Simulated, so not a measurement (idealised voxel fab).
Module name: voxel self aligned contacts (process module)
Square cells of 5 nm make up the cross-section cut, whose width is 280 nm.
Heads up, the way a cross-section reads in here is a grid of square cells, handed over as bands from the top down, with every band being one or more rows of cells.
Within each band entry, the heights of the top and of the bottom of the band appear first, in that order and in nm; the materials of the band then follow from left to right, each with its corresponding width in nm. The designation "all across" on a single material indicates that it fills the band from edge to edge; the designation "blank" indicates empty space.
Height 0 is the level under which the wafer as received is all one material. The lowest band goes on downwards, as in "0 nm and below".
Top row gets the first number, bottom row gets the second, and each row in between changes by the same step: that is how a band width like "30..40" works.
Where a step carries "all unchanged", the cross-section came out of it unchanged, cell for cell.
The entry "Closed void list" lists the empty spaces that cover at least 8 cells and have no open path to the top. Each is written as width x height at distance, where the distance is measured from the left edge and all three values are in nm.
after a step's settings: what the simulator itself notes on the step
What "overlay nm" on a step's line means: if the step has a mask, that mask lay this far to the right of its planned place, or, when the value is negative, to the left.
Process steps - plan
- 1: op RECEIVE | material Si
- 2: op CONFORMAL_DEP | material SiO2 | thk nm 5
- 3: op DIRECTIONAL_DEP | material polySi | thk nm 25
- 4: op DIRECTIONAL_DEP | material SiN | thk nm 20
- 5: op DIRECTIONAL_DEP | material aC | thk nm 10
- 6: op PATTERN | tone cover | mask id GATE | material resist | width nm 35 | pitch nm 70 | thk nm 25 | overlay nm 0
- 7: op DIRECTIONAL_ETCH | etch materials aC | depth nm 10
- 8: op STRIP | etch materials resist
- 9: op DIRECTIONAL_ETCH | etch materials SiN | depth nm 20
- 10: op DIRECTIONAL_ETCH | etch materials polySi | depth nm 25
- 11: op STRIP | etch materials aC
- 12: op CONFORMAL_DEP | material SiN | thk nm 5
- 13: op DIRECTIONAL_ETCH | etch materials SiN | depth nm 5
- 14: op FILL_DEP | material SiO2 | thk nm 10
- 15: op CMP | height nm 55
- 16: op DIRECTIONAL_DEP | material aC | thk nm 10
- 17: op PATTERN | tone open | mask id CONTACT | material resist | width nm 55 | pitch nm 70 | thk nm 25 | overlay nm 0
- 18: op DIRECTIONAL_ETCH | etch materials aC | depth nm 10
- 19: op STRIP | etch materials resist
- 20: op DIRECTIONAL_ETCH | etch materials SiO2 | depth nm 55
- 21: op STRIP | etch materials aC
- 22: op CONFORMAL_DEP | material TiN | thk nm 5
- 23: op FILL_DEP | material Ru | thk nm 10
- 24: op CMP | height nm 55
- 25: op CONFORMAL_DEP | material SiN | thk nm 5
As received, after step 1
	0 nm and below | Si all across
	Closed void list: none
Looking at the first of two wafers in cross-section at end of module - ran to plan
	60 nm to 55 nm | SiN all across
	55 nm to 50 nm | 75 nm SiO2 | 20 nm TiN | 15 nm Ru | 20 nm TiN | 15 nm SiO2 | 20 nm TiN | 15 nm Ru | 20 nm TiN | 80 nm SiO2
	50 nm to 30 nm | 45 nm SiO2 | 45 nm SiN | 5 nm TiN | 15 nm Ru | 5 nm TiN | 45 nm SiN | 5 nm TiN | 15 nm Ru | 5 nm TiN | 45 nm SiN | 50 nm SiO2
	30 nm to 5 nm | 45 nm SiO2 | 5 nm SiN | 35 nm polySi | 5 nm SiN | 5 nm TiN | 15 nm Ru | 5 nm TiN | 5 nm SiN | 35 nm polySi | 5 nm SiN | 5 nm TiN | 15 nm Ru | 5 nm TiN | 5 nm SiN | 35 nm polySi | 5 nm SiN | 50 nm SiO2
	5 nm to 0 nm | 90 nm SiO2 | 25 nm TiN | 45 nm SiO2 | 25 nm TiN | 95 nm SiO2
	0 nm and below | Si all across
	Closed void list: none
Wafer two (of two), end-of-module cross-section: start = wafer one, plan = wafer one, one run mistake
	60 nm to 55 nm | SiN all across
	55 nm to 50 nm | 75 nm SiO2 | 15 nm TiN | 25 nm Ru | 15 nm TiN | 15 nm SiO2 | 15 nm TiN | 25 nm Ru | 15 nm TiN | 80 nm SiO2
	50 nm to 30 nm | 50 nm SiO2 | 35 nm SiN | 5 nm TiN | 25 nm Ru | 5 nm TiN | 35 nm SiN | 5 nm TiN | 25 nm Ru | 5 nm TiN | 35 nm SiN | 55 nm SiO2
	30 nm to 5 nm | 50 nm SiO2 | 5 nm SiN | 25 nm polySi | 5 nm SiN | 5 nm TiN | 25 nm Ru | 5 nm TiN | 5 nm SiN | 25 nm polySi | 5 nm SiN | 5 nm TiN | 25 nm Ru | 5 nm TiN | 5 nm SiN | 25 nm polySi | 5 nm SiN | 55 nm SiO2
	5 nm to 0 nm | 85 nm SiO2 | 35 nm TiN | 35 nm SiO2 | 35 nm TiN | 90 nm SiO2
	0 nm and below | Si all across
	Closed void list: none
Want to know what went wrong? contrary to plan, step 6 was performed as op PATTERN | tone cover | mask id GATE | material resist | width nm 25 | pitch nm 70 | thk nm 25 | overlay nm 0
In the final state, the cell counts of the second wafer exceed or fall short of those of the first for the following materials: Ru: 40 more; SiN: 24 fewer; SiO2: 14 more; polySi: 30 fewer
